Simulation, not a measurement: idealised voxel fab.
Process module heading - voxel fin reveal
The cross-section on display is named cut; it measures 190 nm wide, and its cells are 5 nm squares.
Cross-section spec: square-cell grid; bands listed top down; each band is one or more rows.
Band: top height; bottom height; in nm. Then, left to right: material with width in nm, for each material. "everywhere": a single material spanning edge to edge. "empty": empty space.
Heads up on the height convention: 0 is the point under which the incoming wafer is all one material, and the lowest band has no bottom, it just keeps going down, like "0 -> down".
Width "30 to 40": first value at the band's top row of cells, second value at its bottom row, equal change from row to row.
Key: "no modifications" - step with no changed cell in the cross-section.
Any empty space of 8 cells or more lacking an open way to the top shows up in "Unvented internal voids" as width x height at distance, distance from the left edge, in nm.
If you see something after the settings on a step's line, that's the simulator's own remark about that step.
overlay nm: mask offset rightward from planned place, masked step; negative means leftward offset.
## Set out below are the planned steps of the process
step 1: RECEIVE | material Si
step 2: CONFORMAL_DEP | material SiN | thk nm 5
step 3: PATTERN | tone cover | mask id FINS | material resist | width nm 15 | pitch nm 45 | thk nm 20 | overlay nm 0
step 4: DIRECTIONAL_ETCH | etch materials SiN | depth nm 5
step 5: DIRECTIONAL_ETCH | etch materials Si | depth nm 35
step 6: STRIP | etch materials resist
step 7: OXIDIZE | depth nm 5
step 8: FILL_DEP | material SiO2 | thk nm 5
step 9: CMP | height nm 5
step 10: SELECTIVE_ETCH | etch materials SiO2 | depth nm 15
step 11: STRIP | etch materials SiN
step 12: CONFORMAL_DEP | material SiO2 | thk nm 5
## as received, after step 1
- 0 -> down | Si everywhere
- Unvented internal voids: none
## Looking at the first of two wafers in cross-section at end of module - ran to plan
- 5 -> 0 | 20 empty; 15 SiO2; 30 empty; 15 SiO2; 30 empty; 15 SiO2; 30 empty; 15 SiO2; 20 empty
- 0 -> -5 | 20 empty; 5 SiO2; 5 Si; 5 SiO2; 30 empty; 5 SiO2; 5 Si; 5 SiO2; 30 empty; 5 SiO2; 5 Si; 5 SiO2; 30 empty; 5 SiO2; 5 Si; 5 SiO2; 20 empty
- -5 -> -40 | 25 SiO2; 5 Si; 40 SiO2; 5 Si; 40 SiO2; 5 Si; 40 SiO2; 5 Si; 25 SiO2
- -40 -> down | Si everywhere
- Unvented internal voids: none
## This cross-section belongs to the second wafer of two at the end of the module; the start and the plan were shared with the first, and the run included one mistake
- 5 -> 0 | 15 empty; 15 SiO2; 30 empty; 15 SiO2; 30 empty; 15 SiO2; 30 empty; 15 SiO2; 25 empty
- 0 -> -5 | 15 empty; 5 SiO2; 5 Si; 5 SiO2; 30 empty; 5 SiO2; 5 Si; 5 SiO2; 30 empty; 5 SiO2; 5 Si; 5 SiO2; 30 empty; 5 SiO2; 5 Si; 5 SiO2; 25 empty
- -5 -> -40 | 20 SiO2; 5 Si; 40 SiO2; 5 Si; 40 SiO2; 5 Si; 40 SiO2; 5 Si; 30 SiO2
- -40 -> down | Si everywhere
- Unvented internal voids: none
What was the processing mistake? step 3 changed vs plan, executed as PATTERN | tone cover | mask id FINS | material resist | width nm 15 | pitch nm 45 | thk nm 20 | overlay nm -5
The two final wafers agree on how many cells each material fills and disagree on which cells those are.
